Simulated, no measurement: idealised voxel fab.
process module | voxel capacitor over wiring
cross-section cut | 230 nm wide | cells 5 nm
A cross-section is a grid of square cells, given in bands from the top down. A band is one or more rows of cells.
Each band's line starts with the height of the band's top and of its bottom, in nm. Then come its materials from left to right, each with its width in nm. One material with "throughout" fills the band from edge to edge. "air" is empty space.
Height 0 is the level under which the wafer as received is all one material. The lowest band goes on downwards, as in "0 down".
A width such as "30 to 40" changes by the same amount from each row of cells to the next, from the band's top row to its bottom row.
"no change" after a step means that no cell of the cross-section changed.
closed voids: empty space of 8 cells or more with no open way to the top, each as width x height at its distance from the left edge, in nm
after a step's settings: what the simulator itself notes on the step
overlay nm, on a step with a mask: how far to the right of its planned place the mask lay; to the left if negative
plan
1 op RECEIVE | material Si
2 op CONFORMAL_DEP | material SiO2 | thk nm 10
3 op CONFORMAL_DEP | material SiN | thk nm 5
4 op DIRECTIONAL_DEP | material SiO2 | thk nm 25
5 op DIRECTIONAL_DEP | material aC | thk nm 10
6 op PATTERN | tone open | mask id METAL_1 | material resist | width nm 20 | pitch nm 90 | thk nm 30 | overlay nm 0
7 op DIRECTIONAL_ETCH | etch materials aC | depth nm 10
8 op STRIP | etch materials resist
9 op DIRECTIONAL_ETCH | etch materials SiO2 | depth nm 25
10 op DIRECTIONAL_ETCH | etch materials SiN | depth nm 5
11 op STRIP | etch materials aC
12 op CONFORMAL_DEP | material TiN | thk nm 5
13 op FILL_DEP | material Cu | thk nm 5
14 op CMP | height nm 40
15 op CONFORMAL_DEP | material SiCN | thk nm 5
16 op DIRECTIONAL_DEP | material lowk | thk nm 20
17 op DIRECTIONAL_DEP | material aC | thk nm 10
18 op PATTERN | tone open | mask id PLUG_1 | material resist | width nm 15 | thk nm 25 | overlay nm 0
19 op DIRECTIONAL_ETCH | etch materials aC | depth nm 10
20 op STRIP | etch materials resist
21 op DIRECTIONAL_ETCH | etch materials lowk | depth nm 20
22 op DIRECTIONAL_ETCH | etch materials SiCN | depth nm 5
23 op STRIP | etch materials aC
24 op CONFORMAL_DEP | material TiN | thk nm 5
25 op FILL_DEP | material W | thk nm 10
26 op CMP | height nm 65
27 op DIRECTIONAL_DEP | material TiN | thk nm 10
28 op DIRECTIONAL_DEP | material HfO2 | thk nm 5
29 op DIRECTIONAL_DEP | material TiN | thk nm 5
30 op DIRECTIONAL_DEP | material aC | thk nm 15
31 op PATTERN | tone cover | mask id UPPER_PLATE | material resist | width nm 75 | thk nm 35 | overlay nm 0
32 op DIRECTIONAL_ETCH | etch materials aC | depth nm 15
33 op STRIP | etch materials resist
34 op DIRECTIONAL_ETCH | etch materials TiN | depth nm 5
35 op DIRECTIONAL_ETCH | etch materials HfO2 | depth nm 5
36 op STRIP | etch materials aC
37 op PATTERN | tone cover | mask id LOWER_PLATE | material resist | width nm 85 | thk nm 20 | overlay nm 0
38 op DIRECTIONAL_ETCH | etch materials TiN | depth nm 10
39 op STRIP | etch materials resist
40 op FILL_DEP | material SiO2 | thk nm 15
41 op CMP | height nm 95
42 op MASKED_ETCH | tone open | mask id PLUG_2 | width nm 15 | etch materials SiO2 | depth nm 10 | overlay nm 0
43 op CONFORMAL_DEP | material TiN | thk nm 5
44 op FILL_DEP | material W | thk nm 10
45 op CMP | height nm 95
46 op CONFORMAL_DEP | material SiN | thk nm 5
as received, after step 1
  0 down: Si throughout
  closed voids: none
a wafer at the end: this start, this plan, one mistake
  100 to 95: SiN throughout
  95 to 90: W 70 | TiN 5 | SiO2 15 | TiN 5 | W 135
  90 to 85: TiN 75 | SiO2 15 | TiN 140
  85 to 80: SiO2 65 | TiN 75 | SiO2 90
  80 to 75: SiO2 65 | HfO2 75 | SiO2 90
  75 to 65: SiO2 60 | TiN 85 | SiO2 85
  65 to 45: lowk 65 | TiN 5 | W 5 | TiN 5 | lowk 150
  45 to 40: SiCN 65 | TiN 15 | SiCN 150
  40 to 15: SiO2 60 | TiN 5 | Cu 10 | TiN 5 | SiO2 70 | TiN 5 | Cu 10 | TiN 5 | SiO2 60
  15 to 10: SiN 60 | TiN 20 | SiN 70 | TiN 20 | SiN 60
  10 to 0: SiO2 throughout
  0 down: Si throughout
  closed voids: none
what went wrong: step 42 ran as: op MASKED_ETCH | tone cover | mask id PLUG_2 | width nm 15 | etch materials SiO2 | depth nm 10 | overlay nm 0
